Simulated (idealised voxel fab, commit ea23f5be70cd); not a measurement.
The following process module bears the name voxel wiring stack.
We display cut, a cross-section 250 nm in width whose square cells are each 5 nm.
Bands, listed from the top down, are how a cross-section gets written in this document; the cross-section itself is a grid of square cells, and a band is one or more rows of them. Within each band entry, the heights of the top and of the bottom of the band appear first, in that order and in nm; the materials of the band then follow from left to right, each with its corresponding width in nm. The designation "throughout" on a single material indicates that it fills the band from edge to edge; the designation "air" indicates empty space. Height reference: 0 = level under which incoming wafer is all one material. Lowest band: no bottom, runs on downward, e.g. "0 and below". It should be noted that a width expressed as "30->40" varies in equal increments from row to row of cells within the band, taking the value of the first number at the top row and that of the second number at the bottom row. It should be understood that the words "same as before", when stated for a given step, signify that the cross-section underwent no change in any of its cells during that step. What "Enclosed void catalog" gives you is every empty space of 8 cells or more that is cut off from the top. Each appears as width x height at distance, with the distance taken from the left edge and width, height and distance all in nm. Formally, on a step line, whatever follows the settings is a remark that the simulator itself makes on the step. overlay nm: mask offset rightward from planned place, masked step; negative means leftward offset.
The process steps that were planned are listed below
- 1: RECEIVE (material Si)
- 2: CONFORMAL_DEP (material SiO2; thk nm 15)
- 3: CONFORMAL_DEP (material SiN; thk nm 5)
- 4: DIRECTIONAL_DEP (material lowk; thk nm 20)
- 5: MASKED_ETCH (tone open; mask id METAL_1; width nm 30; pitch nm 60; etch materials lowk; depth nm 20; overlay nm 0)
- 6: MASKED_ETCH (tone open; mask id METAL_1; width nm 30; pitch nm 60; etch materials SiN; depth nm 5; overlay nm -15)
- 7: CONFORMAL_DEP (material TiN; thk nm 5)
- 8: FILL_DEP (material Cu; thk nm 10)
- 9: CMP (height nm 40)
- 10: CONFORMAL_DEP (material SiCN; thk nm 5)
- 11: DIRECTIONAL_DEP (material lowk; thk nm 20)
- 12: PATTERN (tone open; mask id PLUG_1; material resist; width nm 15; pitch nm 60; thk nm 15; overlay nm 0)
- 13: DIRECTIONAL_ETCH (etch materials lowk; depth nm 20)
- 14: DIRECTIONAL_ETCH (etch materials SiCN; depth nm 5)
- 15: STRIP (etch materials resist)
- 16: CONFORMAL_DEP (material TiN; thk nm 5)
- 17: FILL_DEP (material Ru; thk nm 5)
- 18: CMP (height nm 65)
- 19: CONFORMAL_DEP (material SiN; thk nm 5)
- 20: DIRECTIONAL_DEP (material SiO2; thk nm 15)
- 21: DIRECTIONAL_DEP (material aC; thk nm 15)
- 22: PATTERN (tone open; mask id METAL_2; material resist; width nm 30; pitch nm 60; thk nm 35; overlay nm 0)
- 23: DIRECTIONAL_ETCH (etch materials aC; depth nm 15)
- 24: STRIP (etch materials resist)
- 25: DIRECTIONAL_ETCH (etch materials SiO2; depth nm 15)
- 26: DIRECTIONAL_ETCH (etch materials SiN; depth nm 5)
- 27: STRIP (etch materials aC)
- 28: CONFORMAL_DEP (material TiN; thk nm 5)
- 29: FILL_DEP (material Cu; thk nm 5)
- 30: CMP (height nm 85)
- 31: CONFORMAL_DEP (material SiN; thk nm 5)
Where the wafers of this document differ is in the overlay nm of step 6; they start out the same, and the plan states the value that applied to the first wafer.
Here's the first of the wafers in cross-section, just as we got it, i.e. after step 1
	0 and below  Si throughout
	Enclosed void catalog: none
Last step of the module is step 31; after it, the first of several wafers in cross-section
	90 down to 85  SiN throughout
	85 down to 70  50 nm SiO2 / 5 nm TiN / 20 nm Cu / 5 nm TiN / 30 nm SiO2 / 5 nm TiN / 20 nm Cu / 5 nm TiN / 30 nm SiO2 / 5 nm TiN / 20 nm Cu / 5 nm TiN / 50 nm SiO2
	70 down to 65  50 nm SiN / 30 nm TiN / 30 nm SiN / 30 nm TiN / 30 nm SiN / 30 nm TiN / 50 nm SiN
	65 down to 45  50 nm lowk / 5 nm TiN / 5 nm Ru / 5 nm TiN / 45 nm lowk / 5 nm TiN / 5 nm Ru / 5 nm TiN / 45 nm lowk / 5 nm TiN / 5 nm Ru / 5 nm TiN / 65 nm lowk
	45 down to 40  50 nm SiCN / 15 nm TiN / 45 nm SiCN / 15 nm TiN / 45 nm SiCN / 15 nm TiN / 65 nm SiCN
	40 down to 25  50 nm lowk / 5 nm TiN / 20 nm Cu / 5 nm TiN / 30 nm lowk / 5 nm TiN / 20 nm Cu / 5 nm TiN / 30 nm lowk / 5 nm TiN / 20 nm Cu / 5 nm TiN / 50 nm lowk
	25 down to 20  50 nm lowk / 5 nm TiN / 5 nm Cu / 20 nm TiN / 30 nm lowk / 5 nm TiN / 5 nm Cu / 20 nm TiN / 30 nm lowk / 5 nm TiN / 5 nm Cu / 20 nm TiN / 50 nm lowk
	20 down to 15  50 nm SiN / 15 nm TiN / 45 nm SiN / 15 nm TiN / 45 nm SiN / 15 nm TiN / 65 nm SiN
	15 down to 0  SiO2 throughout
	0 and below  Si throughout
	Enclosed void catalog: none
Sectional view of the last wafer upon completion of the module
	90 down to 85  SiN throughout
	85 down to 70  50 nm SiO2 / 5 nm TiN / 20 nm Cu / 5 nm TiN / 30 nm SiO2 / 5 nm TiN / 20 nm Cu / 5 nm TiN / 30 nm SiO2 / 5 nm TiN / 20 nm Cu / 5 nm TiN / 50 nm SiO2
	70 down to 65  50 nm SiN / 30 nm TiN / 30 nm SiN / 30 nm TiN / 30 nm SiN / 30 nm TiN / 50 nm SiN
	65 down to 45  50 nm lowk / 5 nm TiN / 5 nm Ru / 5 nm TiN / 45 nm lowk / 5 nm TiN / 5 nm Ru / 5 nm TiN / 45 nm lowk / 5 nm TiN / 5 nm Ru / 5 nm TiN / 65 nm lowk
	45 down to 40  50 nm SiCN / 15 nm TiN / 45 nm SiCN / 15 nm TiN / 45 nm SiCN / 15 nm TiN / 65 nm SiCN
	40 down to 25  50 nm lowk / 5 nm TiN / 20 nm Cu / 5 nm TiN / 30 nm lowk / 5 nm TiN / 20 nm Cu / 5 nm TiN / 30 nm lowk / 5 nm TiN / 20 nm Cu / 5 nm TiN / 50 nm lowk
	25 down to 20  50 nm lowk / 20 nm TiN / 5 nm Cu / 5 nm TiN / 30 nm lowk / 20 nm TiN / 5 nm Cu / 5 nm TiN / 30 nm lowk / 20 nm TiN / 5 nm Cu / 5 nm TiN / 50 nm lowk
	20 down to 15  65 nm SiN / 15 nm TiN / 45 nm SiN / 15 nm TiN / 45 nm SiN / 15 nm TiN / 50 nm SiN
	15 down to 0  SiO2 throughout
	0 and below  Si throughout
	Enclosed void catalog: none
Per-wafer rows below. For each material: cells gained (+) or lost (-) since the wafer was received, as of end of module. Then: closed voids
overlay nm -15, +75 Cu, +12 Ru, +41 SiCN, +123 SiN, +246 SiO2, +111 TiN, +292 lowk, Enclosed void catalog: none
overlay nm -10, +78 Cu, +12 Ru, +41 SiCN, +120 SiN, +246 SiO2, +111 TiN, +292 lowk, Enclosed void catalog: none
overlay nm -5, +81 Cu, +12 Ru, +41 SiCN, +117 SiN, +246 SiO2, +111 TiN, +292 lowk, Enclosed void catalog: none
overlay nm 0, +84 Cu, +12 Ru, +41 SiCN, +114 SiN, +246 SiO2, +111 TiN, +292 lowk, Enclosed void catalog: none
overlay nm 5, +81 Cu, +12 Ru, +41 SiCN, +117 SiN, +246 SiO2, +111 TiN, +292 lowk, Enclosed void catalog: none
overlay nm 10, +78 Cu, +12 Ru, +41 SiCN, +120 SiN, +246 SiO2, +111 TiN, +292 lowk, Enclosed void catalog: none
overlay nm 15, +75 Cu, +12 Ru, +41 SiCN, +123 SiN, +246 SiO2, +111 TiN, +292 lowk, Enclosed void catalog: none
